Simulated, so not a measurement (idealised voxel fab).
process module | voxel ribs on slabs
cross-section cut | 295 nm wide | cells 5 nm
A cross-section is a grid of square cells, given in bands from the top down. A band is one or more rows of cells.
Each band's line starts with the height of the band's top and of its bottom, in nm. Then come its materials from left to right, each with its width in nm. One material with "throughout" fills the band from edge to edge. "air" is empty space.
Height 0 is the level under which the wafer as received is all one material. The lowest band goes on downwards, as in "0 down".
A width such as "30 to 40" changes by the same amount from each row of cells to the next, from the band's top row to its bottom row.
"no change" after a step means that no cell of the cross-section changed.
closed voids: empty space of 8 cells or more with no open way to the top, each as width x height at its distance from the left edge, in nm
after a step's settings: what the simulator itself notes on the step
overlay nm, on a step with a mask: how far to the right of its planned place the mask lay; to the left if negative
plan
1 op RECEIVE | material Si
2 op DIRECTIONAL_DEP | material SiO2 | thk nm 25
3 op DIRECTIONAL_DEP | material polySi | thk nm 15
4 op PATTERN | tone cover | mask id RIB | material resist | width nm 30 | thk nm 15 | overlay nm 0
5 op DIRECTIONAL_ETCH | etch materials polySi | depth nm 5
6 op STRIP | etch materials resist
7 op MASKED_ETCH | tone cover | mask id SLAB | width nm 60 | etch materials polySi | depth nm 10 | overlay nm 0
8 op FILL_DEP | material SiO2 | thk nm 20
9 op CMP | height nm 55
10 op DIRECTIONAL_DEP | material TiN | thk nm 5
11 op MASKED_ETCH | tone cover | mask id HEATER | width nm 40 | etch materials TiN | depth nm 5 | overlay nm 0
12 op CONFORMAL_DEP | material SiN | thk nm 5
as received, after step 1
  0 down: Si throughout
  closed voids: none
first wafer at the end, as planned
  65 to 60: air 120 | SiN 50 | air 125
  60 to 55: SiN 125 | TiN 40 | SiN 130
  55 to 40: SiO2 throughout
  40 to 35: SiO2 130 | polySi 30 | SiO2 135
  35 to 25: SiO2 115 | polySi 60 | SiO2 120
  25 to 0: SiO2 throughout
  0 down: Si throughout
  closed voids: none
second wafer at the end: like start, like plan, one mistake
  65 to 60: air 120 | SiN 50 | air 125
  60 to 55: SiN 125 | TiN 40 | SiN 130
  55 to 15: SiO2 throughout
  15 to 0: polySi throughout
  0 down: Si throughout
  closed voids: none
what went wrong: steps 2 and 3 were swapped
at the end the second wafer has, in cells: 147 fewer of SiO2 | 147 more of polySi
